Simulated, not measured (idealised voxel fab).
process module | voxel fin reveal
cross-section cut | 200 nm wide | cells 5 nm
A cross-section is a grid of square cells, given in bands from the top down. A band is one or more rows of cells.
Each band's line starts with the height of the band's top and of its bottom, in nm. Then come its materials from left to right, each with its width in nm. One material with "throughout" fills the band from edge to edge. "air" is empty space.
Height 0 is the level under which the wafer as received is all one material. The lowest band goes on downwards, as in "0 down".
A width such as "30 to 40" changes by the same amount from each row of cells to the next, from the band's top row to its bottom row.
"no change" after a step means that no cell of the cross-section changed.
closed voids: empty space of 8 cells or more with no open way to the top, each as width x height at its distance from the left edge, in nm
after a step's settings: what the simulator itself notes on the step
overlay nm, on a step with a mask: how far to the right of its planned place the mask lay; to the left if negative
plan
1 op RECEIVE | material Si
2 op CONFORMAL_DEP | material SiN | thk nm 10
3 op MASKED_ETCH | tone cover | mask id FINS | width nm 15 | pitch nm 35 | etch materials SiN | depth nm 10 | overlay nm 0
4 op MASKED_ETCH | tone cover | mask id FINS | width nm 15 | pitch nm 35 | etch materials Si | depth nm 35 | overlay nm 0
5 op OXIDIZE | depth nm 5
6 op FILL_DEP | material SiO2 | thk nm 10
7 op CMP | height nm 10
8 op SELECTIVE_ETCH | etch materials SiO2 | depth nm 35
9 op STRIP | etch materials SiN
10 op CONFORMAL_DEP | material HfO2 | thk nm 5
as received, after step 1
  0 down: Si throughout
  closed voids: none
a wafer at the end: this start, this plan, one mistake
  5 to 0: air 40 | SiN 15 | air 20 | SiN 15 | air 20 | SiN 15 | air 20 | SiN 15 | air 40
  0 to -20: air 40 | SiN 5 | Si 5 | SiN 5 | air 20 | SiN 5 | Si 5 | SiN 5 | air 20 | SiN 5 | Si 5 | SiN 5 | air 20 | SiN 5 | Si 5 | SiN 5 | air 40
  -20 to -25: SiN 45 | Si 5 | SiN 30 | Si 5 | SiN 30 | Si 5 | SiN 30 | Si 5 | SiN 45
  -25 to -40: SiO2 45 | Si 5 | SiO2 30 | Si 5 | SiO2 30 | Si 5 | SiO2 30 | Si 5 | SiO2 45
  -40 down: Si throughout
  closed voids: none
what went wrong: step 10 ran as: op CONFORMAL_DEP | material SiN | thk nm 5
